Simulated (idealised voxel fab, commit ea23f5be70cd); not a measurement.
The process module presented herein is designated voxel released beams.
Section shown: cut. Width: 150 nm. Cell size: 5 nm, square.
In what follows, cross-sections appear as grids of square cells, described through bands that run from the top down, where every band is one or more rows of cells.
Top height, bottom height, nm. Materials left to right, width each, nm. Single material + "edge to edge" = fills band edge to edge. "empty" = empty.
For the purposes of this specification, 0 denotes the height below which the wafer in its as-received condition is composed wholly of one material, and the lowermost band, lacking a lower limit, extends downward without end, as expressed in "0..down".
Per-row width for "30->40": begins at first number (top row of band), ends at second number (bottom row), increment between rows held constant.
You'll sometimes find "remains unaltered" written for a step, and that's the way of saying that nowhere in the cross-section did a cell change during that step.
Basically, "Enclosed internal voids" tells you about the enclosed voids: empty spaces with no open way to the top, 8 cells or bigger, each written width x height at distance, where distance is from the left edge, all in nm.
What comes after the settings on a step's line is commentary from the simulator itself on that step.
overlay nm: on a step with a mask, how far right of its planned place the mask lay; negative means left.

Planned process steps
| 1 | RECEIVE: material Si |
| 2 | CONFORMAL_DEP: material SiN, thk nm 10 |
| 3 | DIRECTIONAL_DEP: material SiO2, thk nm 20 |
| 4 | DIRECTIONAL_DEP: material aC, thk nm 15 |
| 5 | PATTERN: tone open, mask id ANCHOR, material resist, width nm 25, thk nm 30, overlay nm 0 |
| 6 | DIRECTIONAL_ETCH: etch materials aC, depth nm 15 |
| 7 | STRIP: etch materials resist |
| 8 | DIRECTIONAL_ETCH: etch materials SiO2, depth nm 20 |
| 9 | STRIP: etch materials aC |
| 10 | CONFORMAL_DEP: material TiN, thk nm 10 |
| 11 | MASKED_ETCH: tone cover, mask id BEAM, width nm 85, etch materials TiN, depth nm 10, overlay nm 0 |
| 12 | STRIP: etch materials SiO2 |

First of two wafers, with the run carried out as planned

Incoming wafer in cross-section (state: after step 1)
- 0..down = Si edge to edge
- Enclosed internal voids: none

Once step 2 is through, the wafer looks like this in cross-section
- 10..0 = SiN edge to edge
- Whatever lies below 0 is exactly as it was before.

Once step 3 is through, the wafer looks like this in cross-section
- 30..10 = SiO2 edge to edge
- Whatever lies below 10 is exactly as it was before.

Once step 4 is through, the wafer looks like this in cross-section
- 45..30 = aC edge to edge
- Whatever lies below 30 is exactly as it was before.

Once step 5 is through, the wafer looks like this in cross-section
- 75..45 = resist 35 / empty 25 / resist 90
- Whatever lies below 45 is exactly as it was before.

Once step 6 is through, the wafer looks like this in cross-section
- 60..45 = resist 35 / empty 25 / resist 90
- 45..30 = aC 35 / empty 25 / aC 90
- Whatever lies below 30 is exactly as it was before.

Once step 7 is through, the wafer looks like this in cross-section
- 45..30 = aC 35 / empty 25 / aC 90
- Whatever lies below 30 is exactly as it was before.

Once step 8 is through, the wafer looks like this in cross-section
- 45..30 = aC 35 / empty 25 / aC 90
- 30..10 = SiO2 35 / empty 25 / SiO2 90
- Whatever lies below 10 is exactly as it was before.

Once step 9 is through, the wafer looks like this in cross-section
- 30..10 = SiO2 35 / empty 25 / SiO2 90
- Whatever lies below 10 is exactly as it was before.

Once step 10 is through, the wafer looks like this in cross-section
- 40..30 = TiN 45 / empty 5 / TiN 100
- 30..20 = SiO2 35 / TiN 10 / empty 5 / TiN 10 / SiO2 90
- 20..10 = SiO2 35 / TiN 25 / SiO2 90
- Whatever lies below 10 is exactly as it was before.

Once step 11 is through, the wafer looks like this in cross-section
- 40..30 = empty 30 / TiN 15 / empty 5 / TiN 65 / empty 35
- Whatever lies below 30 is exactly as it was before.

Once step 12 is through, the wafer looks like this in cross-section
- 40..30 = empty 30 / TiN 15 / empty 5 / TiN 65 / empty 35
- 30..20 = empty 35 / TiN 10 / empty 5 / TiN 10 / empty 90
- 20..10 = empty 35 / TiN 25 / empty 90
- Whatever lies below 10 is exactly as it was before.

The second wafer: identical to the first at the outset and in its planned sequence, differing only in that one mistake was made during processing; up to and including step 1, its path is the first wafer's path

Second wafer shown in cross-section at the time step 2 was slated to end: remains unaltered

Second wafer shown in cross-section at the time step 3 was slated to end
- 20..0 = SiO2 edge to edge
- Whatever lies below 0 is exactly as it was before.

Second wafer shown in cross-section at the time step 4 was slated to end
- 35..20 = aC edge to edge
- Whatever lies below 20 is exactly as it was before.

Second wafer shown in cross-section at the time step 5 was slated to end
- 65..35 = resist 35 / empty 25 / resist 90
- Whatever lies below 35 is exactly as it was before.

Second wafer shown in cross-section at the time step 6 was slated to end
- 50..35 = resist 35 / empty 25 / resist 90
- 35..20 = aC 35 / empty 25 / aC 90
- Whatever lies below 20 is exactly as it was before.

Second wafer shown in cross-section at the time step 7 was slated to end
- 35..20 = aC 35 / empty 25 / aC 90
- Whatever lies below 20 is exactly as it was before.

Second wafer shown in cross-section at the time step 8 was slated to end
- 35..20 = aC 35 / empty 25 / aC 90
- 20..0 = SiO2 35 / empty 25 / SiO2 90
- Whatever lies below 0 is exactly as it was before.

Second wafer shown in cross-section at the time step 9 was slated to end
- 20..0 = SiO2 35 / empty 25 / SiO2 90
- Whatever lies below 0 is exactly as it was before.

Second wafer shown in cross-section at the time step 10 was slated to end
- 30..20 = TiN 45 / empty 5 / TiN 100
- 20..10 = SiO2 35 / TiN 10 / empty 5 / TiN 10 / SiO2 90
- 10..0 = SiO2 35 / TiN 25 / SiO2 90
- Whatever lies below 0 is exactly as it was before.

Second wafer shown in cross-section at the time step 11 was slated to end
- 30..20 = empty 30 / TiN 15 / empty 5 / TiN 65 / empty 35
- Whatever lies below 20 is exactly as it was before.

Second wafer shown in cross-section at the time step 12 was slated to end
- 30..20 = empty 30 / TiN 15 / empty 5 / TiN 65 / empty 35
- 20..10 = empty 35 / TiN 10 / empty 5 / TiN 10 / empty 90
- 10..0 = empty 35 / TiN 25 / empty 90
- Whatever lies below 0 is exactly as it was before.
Against the plan, the run slipped here: step 2 from the plan never happened, it was just skipped
Wafer comparison, final, in cells, second relative to first, materials more or fewer: -60 SiN
